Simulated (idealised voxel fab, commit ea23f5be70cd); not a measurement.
Process module, titled voxel self aligned contacts
Square cells of 5 nm make up the cross-section cut, whose width is 205 nm.
Format of a cross-section: grid, square cells. Given as bands. Order: top down. Band: one or more rows of cells.
Heights first: top, then bottom, in nm. Then materials, left to right, each with a width in nm. "edge to edge" on a single material: fills the band edge to edge. "air": empty space.
For the purposes of this specification, 0 denotes the height below which the wafer in its as-received condition is composed wholly of one material, and the lowermost band, lacking a lower limit, extends downward without end, as expressed in "0 down".
When a width is written as two numbers, as in "30..40", the first number is the width in the top row of cells of the band and the second is the width in its bottom row, and the width changes by the same amount from each row to the next.
Key: "remains unaltered" - step with no changed cell in the cross-section.
So "Closed cavity list" is basically the list of trapped voids: any empty space of 8 cells or more that can't reach the top through an opening. They're written width x height at distance, the distance being from the left edge, and it's all nm.
On each step's line, the part that comes after the settings is the simulator's own comment on the step.
The setting "overlay nm" may be written on the line of a step. When the step uses a mask, the value reports how far to the right of the planned place the mask lay, and a negative value reports that it lay to the left.

**Set out below are the planned steps of the process**
| 1 | op RECEIVE | material Si |
| 2 | op OXIDIZE | depth nm 5 |
| 3 | op DIRECTIONAL_DEP | material polySi | thk nm 30 |
| 4 | op DIRECTIONAL_DEP | material SiN | thk nm 20 |
| 5 | op PATTERN | tone cover | mask id GATE | material resist | width nm 35 | pitch nm 65 | thk nm 20 | overlay nm 0 |
| 6 | op DIRECTIONAL_ETCH | etch materials SiN | depth nm 20 |
| 7 | op DIRECTIONAL_ETCH | etch materials polySi | depth nm 30 |
| 8 | op STRIP | etch materials resist |
| 9 | op CONFORMAL_DEP | material SiN | thk nm 5 |
| 10 | op DIRECTIONAL_ETCH | etch materials SiN | depth nm 5 |
| 11 | op FILL_DEP | material SiO2 | thk nm 15 |
| 12 | op CMP | height nm 55 |
| 13 | op MASKED_ETCH | tone open | mask id CONTACT | width nm 50 | pitch nm 65 | etch materials SiO2 | depth nm 60 | overlay nm 0 |
| 14 | op CONFORMAL_DEP | material TiN | thk nm 5 |
| 15 | op FILL_DEP | material W | thk nm 5 |
| 16 | op CMP | height nm 55 |
| 17 | op CONFORMAL_DEP | material SiCN | thk nm 5 |

**Wafer as received: cross-section following step 1**
> 0 down | Si edge to edge
> Closed cavity list: none

**Run as planned - first of the two wafers cross-sectioned at the end of the module**
> 60 to 55 | SiCN edge to edge
> 55 to 50 | SiO2 45 nm / TiN 20 nm / W 10 nm / TiN 20 nm / SiO2 15 nm / TiN 20 nm / W 10 nm / TiN 20 nm / SiO2 45 nm
> 50 to 30 | SiO2 15 nm / SiN 45 nm / TiN 5 nm / W 10 nm / TiN 5 nm / SiN 45 nm / TiN 5 nm / W 10 nm / TiN 5 nm / SiN 45 nm / SiO2 15 nm
> 30 to 0 | SiO2 15 nm / SiN 5 nm / polySi 35 nm / SiN 5 nm / TiN 5 nm / W 10 nm / TiN 5 nm / SiN 5 nm / polySi 35 nm / SiN 5 nm / TiN 5 nm / W 10 nm / TiN 5 nm / SiN 5 nm / polySi 35 nm / SiN 5 nm / SiO2 15 nm
> 0 to -5 | SiO2 60 nm / TiN 20 nm / SiO2 45 nm / TiN 20 nm / SiO2 60 nm
> -5 down | Si edge to edge
> Closed cavity list: none

**Second wafer through the module, sectioned at the end: same beginning and same plan as the first wafer, with one mistake in carrying it out**
> 60 to 55 | SiCN edge to edge
> 55 to 45 | SiO2 45 nm / TiN 5..20 nm / W 40..10 nm / TiN 5..20 nm / SiO2 15 nm / TiN 5..20 nm / W 40..10 nm / TiN 5..20 nm / SiO2 45 nm
> 45 to 25 | SiO2 15 nm / SiN 45 nm / TiN 5 nm / W 10 nm / TiN 5 nm / SiN 45 nm / TiN 5 nm / W 10 nm / TiN 5 nm / SiN 45 nm / SiO2 15 nm
> 25 to 0 | SiO2 15 nm / SiN 5 nm / polySi 35 nm / SiN 5 nm / TiN 5 nm / W 10 nm / TiN 5 nm / SiN 5 nm / polySi 35 nm / SiN 5 nm / TiN 5 nm / W 10 nm / TiN 5 nm / SiN 5 nm / polySi 35 nm / SiN 5 nm / SiO2 15 nm
> 0 to -5 | SiO2 60 nm / TiN 20 nm / SiO2 45 nm / TiN 20 nm / SiO2 60 nm
> -5 down | Si edge to edge
> Closed cavity list: none
What broke from the plan during processing? step 3: run off-plan, actual operation and settings op DIRECTIONAL_DEP | material polySi | thk nm 25
Counted in cells at the end, the second wafer holds more or fewer of these materials than the first: SiN: 6 fewer, SiO2: 15 more, W: 12 more, polySi: 21 fewer
